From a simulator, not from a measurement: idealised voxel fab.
Process module under the name voxel spacer lines
240 nm wide, 5 nm square cells: that's cross-section cut.
When this document writes out a cross-section, it uses a grid of square cells and lists it as bands, beginning at the top and moving down, with a band standing for one or more rows of cells.
A band entry consists of two parts. The first gives the height of the band's top and the height of its bottom, in nm. The rest lists the band's materials from left to right, each with its width in nm. A single material labelled with the word "all across" fills the band from edge to edge, and the word "empty" marks empty space.
Measure heights from 0. That's the level where, below it, the as-received wafer is all one material. The lowest band is bottomless and extends downward; write it as in "z 0 and below".
Quick explanation for "30->40": the width changes in equal steps down the rows of cells, from the first number in the band's top row to the second number in its bottom row.
Reading "no alterations made" for a step: not a cell of the cross-section changed in it.
Each empty space that has no open way to the top and spans at least 8 cells appears under "Unvented internal voids" as width x height at distance, the distance counted from the left edge, all in nm.
That trailing text on a step's line, after the settings, is the simulator's own remark on the step.
What "overlay nm" on a step's line means: if the step has a mask, that mask lay this far to the right of its planned place, or, when the value is negative, to the left.
## Process steps - plan
| 1 | RECEIVE, material Si |
| 2 | CONFORMAL_DEP, material Al2O3, thk nm 5 |
| 3 | DIRECTIONAL_DEP, material polySi, thk nm 20 |
| 4 | DIRECTIONAL_DEP, material aC, thk nm 25 |
| 5 | PATTERN, tone cover, mask id MANDREL, material resist, width nm 15, pitch nm 50, thk nm 30, overlay nm 0 |
| 6 | DIRECTIONAL_ETCH, etch materials aC, depth nm 25 |
| 7 | STRIP, etch materials resist |
| 8 | CONFORMAL_DEP, material SiO2, thk nm 10 |
| 9 | DIRECTIONAL_ETCH, etch materials SiO2, depth nm 10 |
| 10 | STRIP, etch materials aC |
| 11 | DIRECTIONAL_ETCH, etch materials polySi, depth nm 20 |
| 12 | STRIP, etch materials SiO2 |
| 13 | FILL_DEP, material SiO2, thk nm 10 |
| 14 | CMP, height nm 15 |
The value of height nm given for step 14 in the plan refers to the first wafer; the wafers vary in this setting and are alike at the start.
## Cross-section, first of several wafers, as delivered after step 1
  z 0 and below = Si all across
  Unvented internal voids: none
## End of module: cross-section of the first of several wafers after step 14, the last step
  z 15 to 5 = 50 of SiO2 | 10 of polySi | 15 of SiO2 | 10 of polySi | 15 of SiO2 | 10 of polySi | 15 of SiO2 | 10 of polySi | 15 of SiO2 | 10 of polySi | 15 of SiO2 | 10 of polySi | 55 of SiO2
  z 5 to 0 = Al2O3 all across
  z 0 and below = Si all across
  Unvented internal voids: none
## Final wafer of several, shown in cross-section at the end of the module
  z 35 to 25 = SiO2 all across
  z 25 to 5 = 50 of SiO2 | 10 of polySi | 15 of SiO2 | 10 of polySi | 15 of SiO2 | 10 of polySi | 15 of SiO2 | 10 of polySi | 15 of SiO2 | 10 of polySi | 15 of SiO2 | 10 of polySi | 55 of SiO2
  z 5 to 0 = Al2O3 all across
  z 0 and below = Si all across
  Unvented internal voids: none
## Note: the following table is arranged by wafer, a row apiece. Each row reports the end-of-module state: per material, cells gained (+) or cells lost (-) compared with the wafer as received; closed voids follow
height nm 15 | +48 Al2O3 | +72 SiO2 | +24 polySi | Unvented internal voids: none
height nm 20 | +48 Al2O3 | +108 SiO2 | +36 polySi | Unvented internal voids: none
height nm 25 | +48 Al2O3 | +144 SiO2 | +48 polySi | Unvented internal voids: none
height nm 30 | +48 Al2O3 | +192 SiO2 | +48 polySi | Unvented internal voids: none
height nm 35 | +48 Al2O3 | +240 SiO2 | +48 polySi | Unvented internal voids: none
